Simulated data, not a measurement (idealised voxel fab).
Process module under the name voxel plated lines
This is section cut - it's 155 nm across, gridded in 5 nm square cells.
When this document writes out a cross-section, it uses a grid of square cells and lists it as bands, beginning at the top and moving down, with a band standing for one or more rows of cells.
Basically the band line says how high the top is and how high the bottom is, in nm, and then what's in it from left to right, every material with its width in nm. Empty space shows up as "empty", and if a single material carries "everywhere" it runs the full band edge to edge.
Heights are reckoned from 0. Under this level, the received wafer is all of one material. The bottommost band is open-ended downward, for example "0 down".
It should be noted that a width expressed as "30 to 40" varies in equal increments from row to row of cells within the band, taking the value of the first number at the top row and that of the second number at the bottom row.
The designation "left unchanged", where it is given for a processing step, indicates that no cell of the cross-section was altered in the course of that step.
What "Closed internal cavities" gives you is every empty space of 8 cells or more that is cut off from the top. Each appears as width x height at distance, with the distance taken from the left edge and width, height and distance all in nm.
Formally, on a step line, whatever follows the settings is a remark that the simulator itself makes on the step.
overlay nm, on a step with a mask: how far to the right of its planned place the mask lay; to the left if negative
Below is the list of planned process steps
- 1: RECEIVE: material Si
- 2: CONFORMAL_DEP: material SiO2, thk nm 15
- 3: DIRECTIONAL_DEP: material TiN, thk nm 5
- 4: PATTERN: tone open, mask id LINES, material resist, width nm 25, pitch nm 45, thk nm 35, overlay nm 0
- 5: EPI: material Ru, thk nm 10
- 6: EPI: material Ru, thk nm 5
- 7: EPI: material Ru, thk nm 10
- 8: STRIP: etch materials resist
- 9: DIRECTIONAL_ETCH: etch materials TiN, depth nm 5
- 10: CONFORMAL_DEP: material SiCN, thk nm 5
Cross-section of the wafer at receipt, which is the condition after step 1
* 0 down | Si everywhere
* Closed internal cavities: none
Cross-section: first of two wafers, module finished, run according to plan
* 50 to 45 | empty: 35 | SiCN: 35 | empty: 10 | SiCN: 35 | empty: 40
* 45 to 20 | empty: 35 | SiCN: 5 | Ru: 25 | SiCN: 5 | empty: 10 | SiCN: 5 | Ru: 25 | SiCN: 5 | empty: 40
* 20 to 15 | SiCN: 40 | TiN: 25 | SiCN: 20 | TiN: 25 | SiCN: 45
* 15 to 0 | SiO2 everywhere
* 0 down | Si everywhere
* Closed internal cavities: none
Wafer two (of two), end-of-module cross-section: start = wafer one, plan = wafer one, one run mistake
* 25 to 20 | SiCN everywhere
* 20 to 5 | SiO2 everywhere
* 5 to 0 | TiN everywhere
* 0 down | Si everywhere
* Closed internal cavities: none
Misprocessing identified: steps 2 and 3: order swapped relative to plan
The second wafer ends with more or fewer cells of some materials than the first, per final count: Ru -50 | SiCN -24 | TiN +21
